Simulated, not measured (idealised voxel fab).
Process module, titled voxel capacitor over wiring
Each square cell in cross-section cut measures 5 nm, and the section as a whole is 270 nm wide.
For the purposes of this document, a cross-section shall be understood as a grid of square cells, specified as bands listed in top-to-bottom order, each band consisting of one or more rows of cells. The band entry comprises the height of the band's top followed by the height of its bottom, expressed in nm, and subsequently the band's materials from left to right, each stated together with its width in nm. Where a single material is marked with the word "edge to edge", that material fills the band from edge to edge. The word "air" represents empty space. Beneath 0, the wafer as received is one material, and that level is where height counting begins. The lowest band goes on downward without a bottom; it is written like "top 0, no bottom". Read "30..40" as a graded width: first number on top, second number at the bottom, same change between each pair of neighbouring rows. Basically "no alteration" means that step didn't change any cell in the cross-section. Heads up: "Unvented voids" only lists the empty pockets with no open path to the top that are 8 cells or more, and it writes them as width x height at distance, distance from the left edge, in nm. On each step's line, the part that comes after the settings is the simulator's own comment on the step. Among the settings permitted on a step's line is "overlay nm"; applied to a step with a mask, it specifies the extent to which the mask lay to the right of its planned position, whereas a negative figure signifies a position to the left.

**The following list gives the planned process steps**
| 1 | op RECEIVE | material Si |
| 2 | op CONFORMAL_DEP | material SiO2 | thk nm 15 |
| 3 | op CONFORMAL_DEP | material SiN | thk nm 5 |
| 4 | op DIRECTIONAL_DEP | material SiO2 | thk nm 20 |
| 5 | op DIRECTIONAL_DEP | material aC | thk nm 15 |
| 6 | op PATTERN | tone open | mask id METAL_1 | material resist | width nm 30 | pitch nm 80 | thk nm 35 | overlay nm 0 |
| 7 | op DIRECTIONAL_ETCH | etch materials aC | depth nm 15 |
| 8 | op STRIP | etch materials resist |
| 9 | op DIRECTIONAL_ETCH | etch materials SiO2 | depth nm 20 |
| 10 | op DIRECTIONAL_ETCH | etch materials SiN | depth nm 5 |
| 11 | op STRIP | etch materials aC |
| 12 | op CONFORMAL_DEP | material TiN | thk nm 5 |
| 13 | op FILL_DEP | material Cu | thk nm 5 |
| 14 | op CMP | height nm 40 |
| 15 | op CONFORMAL_DEP | material SiCN | thk nm 5 |
| 16 | op DIRECTIONAL_DEP | material lowk | thk nm 20 |
| 17 | op MASKED_ETCH | tone open | mask id PLUG_1 | width nm 15 | etch materials lowk | depth nm 20 | overlay nm 0 |
| 18 | op MASKED_ETCH | tone open | mask id PLUG_1 | width nm 15 | etch materials SiCN | depth nm 5 | overlay nm 0 |
| 19 | op CONFORMAL_DEP | material TiN | thk nm 5 |
| 20 | op FILL_DEP | material Cu | thk nm 5 |
| 21 | op CMP | height nm 65 |
| 22 | op DIRECTIONAL_DEP | material TiN | thk nm 10 |
| 23 | op DIRECTIONAL_DEP | material HfO2 | thk nm 5 |
| 24 | op DIRECTIONAL_DEP | material TiN | thk nm 5 |
| 25 | op PATTERN | tone cover | mask id UPPER_PLATE | material resist | width nm 55 | thk nm 15 | overlay nm 0 |
| 26 | op DIRECTIONAL_ETCH | etch materials TiN | depth nm 5 |
| 27 | op DIRECTIONAL_ETCH | etch materials HfO2 | depth nm 5 |
| 28 | op STRIP | etch materials resist |
| 29 | op DIRECTIONAL_DEP | material aC | thk nm 10 |
| 30 | op PATTERN | tone cover | mask id LOWER_PLATE | material resist | width nm 65 | thk nm 25 | overlay nm 0 |
| 31 | op DIRECTIONAL_ETCH | etch materials aC | depth nm 10 |
| 32 | op STRIP | etch materials resist |
| 33 | op DIRECTIONAL_ETCH | etch materials TiN | depth nm 10 |
| 34 | op STRIP | etch materials aC |
| 35 | op FILL_DEP | material SiO2 | thk nm 15 |
| 36 | op CMP | height nm 95 |
| 37 | op DIRECTIONAL_DEP | material aC | thk nm 10 |
| 38 | op PATTERN | tone open | mask id PLUG_2 | material resist | width nm 15 | thk nm 30 | overlay nm 0 |
| 39 | op DIRECTIONAL_ETCH | etch materials aC | depth nm 10 |
| 40 | op STRIP | etch materials resist |
| 41 | op DIRECTIONAL_ETCH | etch materials SiO2 | depth nm 10 |
| 42 | op STRIP | etch materials aC |
| 43 | op CONFORMAL_DEP | material TiN | thk nm 5 |
| 44 | op FILL_DEP | material Ru | thk nm 5 |
| 45 | op CMP | height nm 95 |
| 46 | op CONFORMAL_DEP | material SiN | thk nm 5 |

**Cross-section of the wafer upon arrival, representing the state reached after step 1**
    top 0, no bottom | Si edge to edge
    Unvented voids: none

**End-of-module XS, first of two wafers, run as planned**
    top 100, bottom 95 | SiN edge to edge
    top 95, bottom 90 | 105 nm SiO2 | 5 nm TiN | 5 nm Ru | 5 nm TiN | 150 nm SiO2
    top 90, bottom 80 | 105..95 nm SiO2 | 15..55 nm TiN | 150..120 nm SiO2
    top 80, bottom 75 | 95 nm SiO2 | 55 nm HfO2 | 120 nm SiO2
    top 75, bottom 65 | 90 nm SiO2 | 65 nm TiN | 115 nm SiO2
    top 65, bottom 45 | 95 nm lowk | 5 nm TiN | 5 nm Cu | 5 nm TiN | 160 nm lowk
    top 45, bottom 40 | 95 nm SiCN | 15 nm TiN | 160 nm SiCN
    top 40, bottom 20 | 80 nm SiO2 | 5 nm TiN | 20 nm Cu | 5 nm TiN | 50 nm SiO2 | 5 nm TiN | 20 nm Cu | 5 nm TiN | 80 nm SiO2
    top 20, bottom 15 | 80 nm SiN | 30 nm TiN | 50 nm SiN | 30 nm TiN | 80 nm SiN
    top 15, bottom 0 | SiO2 edge to edge
    top 0, no bottom | Si edge to edge
    Unvented voids: none

**Second wafer through the module, sectioned at the end: same beginning and same plan as the first wafer, with one mistake in carrying it out**
    top 100, bottom 95 | SiN edge to edge
    top 95, bottom 90 | 105 nm SiO2 | 5 nm TiN | 5 nm Ru | 5 nm TiN | 150 nm SiO2
    top 90, bottom 80 | 105..95 nm SiO2 | 15..55 nm TiN | 150..120 nm SiO2
    top 80, bottom 75 | 95 nm SiO2 | 55 nm HfO2 | 120 nm SiO2
    top 75, bottom 65 | 90 nm SiO2 | 65 nm TiN | 115 nm SiO2
    top 65, bottom 50 | 90 nm Cu | 5 nm TiN | 15 nm lowk | 5 nm TiN | 155 nm Cu
    top 50, bottom 45 | 95 nm TiN | 15 nm lowk | 160 nm TiN
    top 45, bottom 40 | SiCN edge to edge
    top 40, bottom 20 | 80 nm SiO2 | 5 nm TiN | 20 nm Cu | 5 nm TiN | 50 nm SiO2 | 5 nm TiN | 20 nm Cu | 5 nm TiN | 80 nm SiO2
    top 20, bottom 15 | 80 nm SiN | 30 nm TiN | 50 nm SiN | 30 nm TiN | 80 nm SiN
    top 15, bottom 0 | SiO2 edge to edge
    top 0, no bottom | Si edge to edge
    Unvented voids: none
In executing the process, a mistake was made relative to the plan: step 17 ran as: op MASKED_ETCH | tone cover | mask id PLUG_1 | width nm 15 | etch materials lowk | depth nm 20 | overlay nm 0
Count the cells at the end and the second wafer has more or fewer of some materials than the first: +143 Cu; +3 SiCN; +46 TiN; -192 lowk
